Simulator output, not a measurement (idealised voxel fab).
Process module under the name voxel released beams
Cross-sectional view cut (width: 155 nm; square cell size: 5 nm).
How to read a cross-section here: the picture is a grid of square cells, written as bands going from the top down, and any band can span one or more rows of cells. It is stipulated that each band's entry specify, in nanometres, the height of the top of the band and then that of its bottom, followed by the materials of the band in left-to-right sequence, each together with its width in nanometres. A single material marked by the word "throughout" is understood to fill the band from edge to edge; the word "blank" is understood to denote empty space. Ref level 0: as-received wafer is one material below here. Bottom band extends down with no lower bound ("top 0, no bottom"). It should be noted that a width expressed as "30->40" varies in equal increments from row to row of cells within the band, taking the value of the first number at the top row and that of the second number at the bottom row. When a step is marked "nothing altered", none of the cells in the cross-section changed during that step. "Trapped void list": empty spaces of 8 cells or more with no open way to the top, each given as width x height at distance, distance from the left edge, all in nm. Read whatever lies past the settings on a step's line as the simulator's own remark about the step. overlay nm, on a step with a mask: how far to the right of its planned place the mask lay; to the left if negative.
**Below is the list of planned process steps**
1,RECEIVE, material Si
2,CONFORMAL_DEP, material Al2O3, thk nm 10
3,DIRECTIONAL_DEP, material SiO2, thk nm 10
4,DIRECTIONAL_DEP, material aC, thk nm 15
5,PATTERN, tone open, mask id ANCHOR, material resist, width nm 40, thk nm 35, overlay nm 0
6,DIRECTIONAL_ETCH, etch materials aC, depth nm 15
7,STRIP, etch materials resist
8,DIRECTIONAL_ETCH, etch materials SiO2, depth nm 10
9,STRIP, etch materials aC
10,CONFORMAL_DEP, material SiN, thk nm 15
11,MASKED_ETCH, tone cover, mask id BEAM, width nm 90, etch materials SiN, depth nm 15, overlay nm 0
12,STRIP, etch materials SiO2
**The first of the two wafers, which ran as planned**
**Cross-section of the incoming wafer, state after step 1**
top 0, no bottom = Si throughout
Trapped void list: none
**Presented here is a cross-section of the wafer after step 2 has been performed**
top 10, bottom 0 = Al2O3 throughout
Anything lower than 0 is untouched.
**Presented here is a cross-section of the wafer after step 3 has been performed**
top 20, bottom 10 = SiO2 throughout
Anything lower than 10 is untouched.
**Presented here is a cross-section of the wafer after step 4 has been performed**
top 35, bottom 20 = aC throughout
Anything lower than 20 is untouched.
**Presented here is a cross-section of the wafer after step 5 has been performed**
top 70, bottom 35 = resist 35  blank 40  resist 80
Anything lower than 35 is untouched.
**Presented here is a cross-section of the wafer after step 6 has been performed**
top 55, bottom 35 = resist 35  blank 40  resist 80
top 35, bottom 20 = aC 35  blank 40  aC 80
Anything lower than 20 is untouched.
**Presented here is a cross-section of the wafer after step 7 has been performed**
top 35, bottom 20 = aC 35  blank 40  aC 80
Anything lower than 20 is untouched.
**Presented here is a cross-section of the wafer after step 8 has been performed**
top 35, bottom 20 = aC 35  blank 40  aC 80
top 20, bottom 10 = SiO2 35  blank 40  SiO2 80
Anything lower than 10 is untouched.
**Presented here is a cross-section of the wafer after step 9 has been performed**
top 20, bottom 10 = SiO2 35  blank 40  SiO2 80
Anything lower than 10 is untouched.
**Presented here is a cross-section of the wafer after step 10 has been performed**
top 35, bottom 25 = SiN 50  blank 10  SiN 95
top 25, bottom 20 = SiN throughout
top 20, bottom 10 = SiO2 35  SiN 40  SiO2 80
Anything lower than 10 is untouched.
**Presented here is a cross-section of the wafer after step 11 has been performed**
top 35, bottom 25 = blank 30  SiN 20  blank 10  SiN 60  blank 35
top 25, bottom 20 = blank 30  SiN 90  blank 35
Anything lower than 20 is untouched.
**Presented here is a cross-section of the wafer after step 12 has been performed**
top 35, bottom 25 = blank 30  SiN 20  blank 10  SiN 60  blank 35
top 25, bottom 20 = blank 30  SiN 90  blank 35
top 20, bottom 10 = blank 35  SiN 40  blank 80
Anything lower than 10 is untouched.
**Wafer two of the pair: same origin, same plan, one error during the run; identical to wafer one up to and including step 4**
**Second wafer, section view, time point: scheduled end of step 5**
top 70, bottom 35 = resist 40  blank 40  resist 75
Anything lower than 35 is untouched.
**Second wafer, section view, time point: scheduled end of step 6**
top 55, bottom 35 = resist 40  blank 40  resist 75
top 35, bottom 20 = aC 40  blank 40  aC 75
Anything lower than 20 is untouched.
**Second wafer, section view, time point: scheduled end of step 7**
top 35, bottom 20 = aC 40  blank 40  aC 75
Anything lower than 20 is untouched.
**Second wafer, section view, time point: scheduled end of step 8**
top 35, bottom 20 = aC 40  blank 40  aC 75
top 20, bottom 10 = SiO2 40  blank 40  SiO2 75
Anything lower than 10 is untouched.
**Second wafer, section view, time point: scheduled end of step 9**
top 20, bottom 10 = SiO2 40  blank 40  SiO2 75
Anything lower than 10 is untouched.
**Second wafer, section view, time point: scheduled end of step 10**
top 35, bottom 25 = SiN 55  blank 10  SiN 90
top 25, bottom 20 = SiN throughout
top 20, bottom 10 = SiO2 40  SiN 40  SiO2 75
Anything lower than 10 is untouched.
**Second wafer, section view, time point: scheduled end of step 11**
top 35, bottom 25 = blank 30  SiN 25  blank 10  SiN 55  blank 35
top 25, bottom 20 = blank 30  SiN 90  blank 35
Anything lower than 20 is untouched.
**Second wafer, section view, time point: scheduled end of step 12**
top 35, bottom 25 = blank 30  SiN 25  blank 10  SiN 55  blank 35
top 25, bottom 20 = blank 30  SiN 90  blank 35
top 20, bottom 10 = blank 40  SiN 40  blank 75
Anything lower than 10 is untouched.
What went wrong in running the wafer? note that step 5 departed from the planned setting and was carried out as PATTERN, tone open, mask id ANCHOR, material resist, width nm 40, thk nm 35, overlay nm 5
If you tally the cells, the second wafer ends up with the same amount of every material as the first; it's all just sitting in different places.
